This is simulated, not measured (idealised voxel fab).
The process module that follows is named voxel capacitor over wiring.
The cross-section shown here is cut; it is 180 nm wide and divided into square cells measuring 5 nm on a side.
The cross-sections in this document take the form of a grid made of square cells. They are written out as bands, in order from top to bottom. Each band consists of one or more rows of cells.
Look at the band entry: it leads with the top's height and the bottom's height in nm. Then it lists the materials left to right, with a width in nm for each. The word "edge to edge" on a single material says that material fills the band edge to edge. The word "empty" is empty space.
The reference from which all heights are counted is 0, the level beneath which the as-received wafer is entirely one material; the lowest band, having no lower bound, proceeds downward and is written after the example "top 0, no bottom".
The two numbers in a width such as "30..40" mark its ends across the band: the first belongs to the top row of cells, the second to the bottom row, and from each row to the next the width moves by the same amount.
Given "nothing different" for a step, no cell of the cross-section differs between before and after that step.
Basically, "Enclosed internal voids" tells you about the enclosed voids: empty spaces with no open way to the top, 8 cells or bigger, each written width x height at distance, where distance is from the left edge, all in nm.
Whatever follows a step's settings on its line is a remark the simulator itself makes about that step.
overlay nm, on a step with a mask: how far to the right of its planned place the mask lay; to the left if negative
Listed below are the process steps as planned:
1 RECEIVE (material Si)
2 CONFORMAL_DEP (material SiO2; thk nm 15)
3 DIRECTIONAL_DEP (material TiN; thk nm 5)
4 DIRECTIONAL_DEP (material Ru; thk nm 20)
5 PATTERN (tone cover; mask id METAL_1; material resist; width nm 25; pitch nm 95; thk nm 20; overlay nm 0)
6 DIRECTIONAL_ETCH (etch materials Ru; depth nm 20)
7 DIRECTIONAL_ETCH (etch materials TiN; depth nm 5)
8 STRIP (etch materials resist)
9 CONFORMAL_DEP (material SiCN; thk nm 5)
10 FILL_DEP (material lowk; thk nm 5)
11 CMP (height nm 40)
12 CONFORMAL_DEP (material SiCN; thk nm 5)
13 DIRECTIONAL_DEP (material SiO2; thk nm 10)
14 DIRECTIONAL_DEP (material aC; thk nm 15)
15 PATTERN (tone open; mask id PLUG_1; material resist; width nm 15; thk nm 35; overlay nm 0)
16 DIRECTIONAL_ETCH (etch materials aC; depth nm 15)
17 STRIP (etch materials resist)
18 DIRECTIONAL_ETCH (etch materials SiO2; depth nm 10)
19 DIRECTIONAL_ETCH (etch materials SiCN; depth nm 5)
20 STRIP (etch materials aC)
21 EPI (material Ru; thk nm 10)
22 EPI (material Ru; thk nm 5)
23 DIRECTIONAL_DEP (material TiN; thk nm 5)
24 DIRECTIONAL_DEP (material HfO2; thk nm 5)
25 DIRECTIONAL_DEP (material TiN; thk nm 5)
26 DIRECTIONAL_DEP (material aC; thk nm 15)
27 PATTERN (tone cover; mask id UPPER_PLATE; material resist; width nm 75; thk nm 30; overlay nm -15)
28 DIRECTIONAL_ETCH (etch materials aC; depth nm 15)
29 STRIP (etch materials resist)
30 DIRECTIONAL_ETCH (etch materials TiN; depth nm 5)
31 DIRECTIONAL_ETCH (etch materials HfO2; depth nm 5)
32 STRIP (etch materials aC)
33 DIRECTIONAL_DEP (material aC; thk nm 15)
34 PATTERN (tone cover; mask id LOWER_PLATE; material resist; width nm 85; thk nm 35; overlay nm 0)
35 DIRECTIONAL_ETCH (etch materials aC; depth nm 15)
36 STRIP (etch materials resist)
37 DIRECTIONAL_ETCH (etch materials TiN; depth nm 5)
38 STRIP (etch materials aC)
39 FILL_DEP (material SiO2; thk nm 15)
40 CMP (height nm 80)
41 DIRECTIONAL_DEP (material aC; thk nm 10)
42 PATTERN (tone open; mask id PLUG_2; material resist; width nm 15; thk nm 30; overlay nm 0)
43 DIRECTIONAL_ETCH (etch materials aC; depth nm 10)
44 STRIP (etch materials resist)
45 DIRECTIONAL_ETCH (etch materials SiO2; depth nm 10)
46 STRIP (etch materials aC)
47 CONFORMAL_DEP (material TiN; thk nm 5)
48 FILL_DEP (material W; thk nm 10)
49 CMP (height nm 80)
50 CONFORMAL_DEP (material SiCN; thk nm 5)
Heads up: all these wafers start the same, and what changes between them is the overlay nm in step 27. The value you see in the plan is just what the first wafer got.
First of several wafers (as received, post step 1), cross-sectional view:
	top 0, no bottom  Si edge to edge
	Enclosed internal voids: none
Table: wafers, a row each; end-of-module cell change per material since receipt, gain (+), loss (-); then closed voids:
overlay nm -15 | +15 HfO2 | +49 Ru | +111 SiCN | +301 SiO2 | +47 TiN | +1 W | +88 lowk | Enclosed internal voids: none
overlay nm -10 | +15 HfO2 | +49 Ru | +111 SiCN | +301 SiO2 | +47 TiN | +1 W | +88 lowk | Enclosed internal voids: none
overlay nm -5 | +15 HfO2 | +49 Ru | +111 SiCN | +301 SiO2 | +47 TiN | +1 W | +88 lowk | Enclosed internal voids: none
overlay nm 0 | +15 HfO2 | +49 Ru | +111 SiCN | +301 SiO2 | +47 TiN | +1 W | +88 lowk | Enclosed internal voids: none
overlay nm 5 | +15 HfO2 | +49 Ru | +111 SiCN | +301 SiO2 | +47 TiN | +1 W | +88 lowk | Enclosed internal voids: none
overlay nm 10 | +15 HfO2 | +49 Ru | +111 SiCN | +301 SiO2 | +47 TiN | +1 W | +88 lowk | Enclosed internal voids: none
overlay nm 15 | +15 HfO2 | +49 Ru | +111 SiCN | +301 SiO2 | +47 TiN | +1 W | +88 lowk | Enclosed internal voids: none
